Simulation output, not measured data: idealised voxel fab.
Process module under the name voxel ribs on slabs
Square cell edge 5 nm, section width 250 nm, ID cut.
Heads up, the way a cross-section reads in here is a grid of square cells, handed over as bands from the top down, with every band being one or more rows of cells. The entry gives the band's vertical extent as a top height and a bottom height in nm, then its horizontal make-up as materials from left to right, each with a width in nm. "air" stands for empty space; a single material marked "all across" fills the band edge to edge. Measure heights from 0. That's the level where, below it, the as-received wafer is all one material. The lowest band is bottomless and extends downward; write it as in "0..down". The two numbers in a width such as "30 to 40" mark its ends across the band: the first belongs to the top row of cells, the second to the bottom row, and from each row to the next the width moves by the same amount. "nothing was modified" means the step left every cell of the cross-section as it was. Enclosed voids (no open way to top), threshold 8 cells or more, entry "Enclosed void entries", notation width x height at distance, distance from left edge, nm. Step line, after settings: the simulator's comment on this step. On any step carrying a mask, the "overlay nm" setting, if present on the step's line, tells how far right of its planned place the mask lay; negative values point to the left.
[These are the steps we planned for the process]
| 1 | RECEIVE (material Si) |
| 2 | DIRECTIONAL_DEP (material SiO2; thk nm 20) |
| 3 | DIRECTIONAL_DEP (material polySi; thk nm 25) |
| 4 | MASKED_ETCH (tone cover; mask id RIB; width nm 20; etch materials polySi; depth nm 10; overlay nm 0) |
| 5 | PATTERN (tone cover; mask id SLAB; material resist; width nm 70; thk nm 15; overlay nm 0) |
| 6 | DIRECTIONAL_ETCH (etch materials polySi; depth nm 15) |
| 7 | STRIP (etch materials resist) |
| 8 | FILL_DEP (material SiO2; thk nm 20) |
| 9 | CMP (height nm 55) |
| 10 | DIRECTIONAL_DEP (material W; thk nm 5) |
| 11 | DIRECTIONAL_DEP (material aC; thk nm 10) |
| 12 | PATTERN (tone cover; mask id HEATER; material resist; width nm 30; thk nm 25; overlay nm -15) |
| 13 | DIRECTIONAL_ETCH (etch materials aC; depth nm 10) |
| 14 | STRIP (etch materials resist) |
| 15 | DIRECTIONAL_ETCH (etch materials W; depth nm 5) |
| 16 | STRIP (etch materials aC) |
| 17 | CONFORMAL_DEP (material SiN; thk nm 5) |
It is noted that the wafers described herein are identical at the outset and are distinguished by the overlay nm of step 12; the value stated in the plan corresponds to the first wafer.
[First of several wafers, received after step 1, in cross-section]
    0..down = Si all across
    Enclosed void entries: none
[Here's the first of several wafers in cross-section, end of the module, after the last step, step 17]
    65..60 = air 90 nm | SiN 40 nm | air 120 nm
    60..55 = SiN 95 nm | W 30 nm | SiN 125 nm
    55..45 = SiO2 all across
    45..35 = SiO2 115 nm | polySi 20 nm | SiO2 115 nm
    35..20 = SiO2 90 nm | polySi 70 nm | SiO2 90 nm
    20..0 = SiO2 all across
    0..down = Si all across
    Enclosed void entries: none
[Cross-section of the last wafer at end of module]
    65..60 = air 120 nm | SiN 40 nm | air 90 nm
    60..55 = SiN 125 nm | W 30 nm | SiN 95 nm
    55..45 = SiO2 all across
    45..35 = SiO2 115 nm | polySi 20 nm | SiO2 115 nm
    35..20 = SiO2 90 nm | polySi 70 nm | SiO2 90 nm
    20..0 = SiO2 all across
    0..down = Si all across
    Enclosed void entries: none
[Heads up, this table goes wafer by wafer. A row tells you, at the end of the module, how many cells of each material that wafer has put on (+) or dropped (-) since it was received, and then its closed voids]
overlay nm -15; +52 SiN; +500 SiO2; +6 W; +50 polySi; Enclosed void entries: none
overlay nm -10; +52 SiN; +500 SiO2; +6 W; +50 polySi; Enclosed void entries: none
overlay nm -5; +52 SiN; +500 SiO2; +6 W; +50 polySi; Enclosed void entries: none
overlay nm 0; +52 SiN; +500 SiO2; +6 W; +50 polySi; Enclosed void entries: none
overlay nm 5; +52 SiN; +500 SiO2; +6 W; +50 polySi; Enclosed void entries: none
overlay nm 10; +52 SiN; +500 SiO2; +6 W; +50 polySi; Enclosed void entries: none
overlay nm 15; +52 SiN; +500 SiO2; +6 W; +50 polySi; Enclosed void entries: none
